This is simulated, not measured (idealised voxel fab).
The process module presented herein is designated voxel capacitor over wiring.
FYI the section here is cut, 185 nm wide, cells are 5 nm squares.
A cross-section is written here as square cells arranged in a grid, and it is given in bands from the top down, each band taking up one or more rows of cells.
For a band, the entry starts with two heights in nm, that of the top and then that of the bottom, and carries on with the band's materials in order from left to right, each alongside its width in nm; the word "throughout" beside a single material means it fills the band edge to edge, and "blank" means empty space.
Heights from 0 (as-received wafer is one material below). Bottom band endless downward, as "0 and below".
A two-number width, for instance "30..40", indicates that the width is equal to the first number in the top row of the band and to the second number in the bottom row, and that it changes by a constant amount per row of cells.
For the purposes of this document, the phrase "nothing got changed" attached to a step denotes that no cell within the cross-section was modified by that step.
In the "Closed void list" entry, you get each enclosed empty space of 8 cells or more, one with no open way to the top, written width x height at distance, distance from the left edge, in nm.
Read whatever lies past the settings on a step's line as the simulator's own remark about the step.
overlay nm: mask right of planned place by this much (step with mask). Neg. = left.

THESE ARE THE STEPS WE PLANNED FOR THE PROCESS
1: op RECEIVE | material Si
2: op CONFORMAL_DEP | material SiO2 | thk nm 10
3: op DIRECTIONAL_DEP | material TiN | thk nm 5
4: op DIRECTIONAL_DEP | material Ru | thk nm 15
5: op PATTERN | tone cover | mask id METAL_1 | material resist | width nm 20 | pitch nm 80 | thk nm 15 | overlay nm 0
6: op DIRECTIONAL_ETCH | etch materials Ru | depth nm 15
7: op DIRECTIONAL_ETCH | etch materials TiN | depth nm 5
8: op STRIP | etch materials resist
9: op FILL_DEP | material lowk | thk nm 10
10: op CMP | height nm 30
11: op CONFORMAL_DEP | material SiCN | thk nm 5
12: op DIRECTIONAL_DEP | material SiO2 | thk nm 10
13: op DIRECTIONAL_DEP | material aC | thk nm 10
14: op PATTERN | tone open | mask id PLUG_1 | material resist | width nm 15 | thk nm 30 | overlay nm 0
15: op DIRECTIONAL_ETCH | etch materials aC | depth nm 10
16: op STRIP | etch materials resist
17: op DIRECTIONAL_ETCH | etch materials SiO2 | depth nm 10
18: op DIRECTIONAL_ETCH | etch materials SiCN | depth nm 5
19: op STRIP | etch materials aC
20: op EPI | material Ru | thk nm 10
21: op EPI | material Ru | thk nm 5
22: op DIRECTIONAL_DEP | material TiN | thk nm 5
23: op DIRECTIONAL_DEP | material SiN | thk nm 5
24: op DIRECTIONAL_DEP | material TiN | thk nm 10
25: op DIRECTIONAL_DEP | material aC | thk nm 15
26: op PATTERN | tone cover | mask id UPPER_PLATE | material resist | width nm 65 | thk nm 30 | overlay nm 0
27: op DIRECTIONAL_ETCH | etch materials aC | depth nm 15
28: op STRIP | etch materials resist
29: op DIRECTIONAL_ETCH | etch materials TiN | depth nm 10
30: op DIRECTIONAL_ETCH | etch materials SiN | depth nm 5
31: op STRIP | etch materials aC
32: op PATTERN | tone cover | mask id LOWER_PLATE | material resist | width nm 75 | thk nm 15 | overlay nm 0
33: op DIRECTIONAL_ETCH | etch materials TiN | depth nm 5
34: op STRIP | etch materials resist
35: op FILL_DEP | material SiO2 | thk nm 20
36: op CMP | height nm 80
37: op PATTERN | tone open | mask id PLUG_2 | material resist | width nm 15 | thk nm 15 | overlay nm 0
38: op DIRECTIONAL_ETCH | etch materials SiO2 | depth nm 15
39: op STRIP | etch materials resist
40: op CONFORMAL_DEP | material TiN | thk nm 5
41: op FILL_DEP | material W | thk nm 5
42: op CMP | height nm 80
43: op CONFORMAL_DEP | material SiN | thk nm 5

THE CROSS-SECTION HERE SHOWS THE WAFER AS RECEIVED, I.E. IN ITS STATE AFTER STEP 1
> 0 and below | Si throughout
> Closed void list: none

FINAL CROSS-SECTION, MODULE RUN WITH ONE MISTAKE (START AND PLAN AS ABOVE)
> 85 down to 80 | SiN throughout
> 80 down to 70 | 55 of SiO2, then 5 of TiN, then 5 of W, then 5 of TiN, then 115 of SiO2
> 70 down to 65 | 55 of SiO2, then 15 of TiN, then 115 of SiO2
> 65 down to 55 | 45 of SiO2, then 65 of TiN, then 75 of SiO2
> 55 down to 50 | 45 of SiO2, then 65 of SiN, then 75 of SiO2
> 50 down to 45 | 40 of SiO2, then 75 of TiN, then 70 of SiO2
> 45 down to 35 | 45 of SiO2, then 15 of Ru, then 125 of SiO2
> 35 down to 30 | 45 of SiCN, then 15 of Ru, then 125 of SiCN
> 30 down to 15 | 45 of lowk, then 15 of Ru, then 65 of lowk, then 15 of Ru, then 45 of lowk
> 15 down to 10 | 45 of lowk, then 15 of TiN, then 65 of lowk, then 15 of TiN, then 45 of lowk
> 10 down to 0 | SiO2 throughout
> 0 and below | Si throughout
> Closed void list: none
In executing the process, a mistake was made relative to the plan: not per plan at step 5, really ran op PATTERN | tone cover | mask id METAL_1 | material resist | width nm 15 | pitch nm 80 | thk nm 15 | overlay nm 0
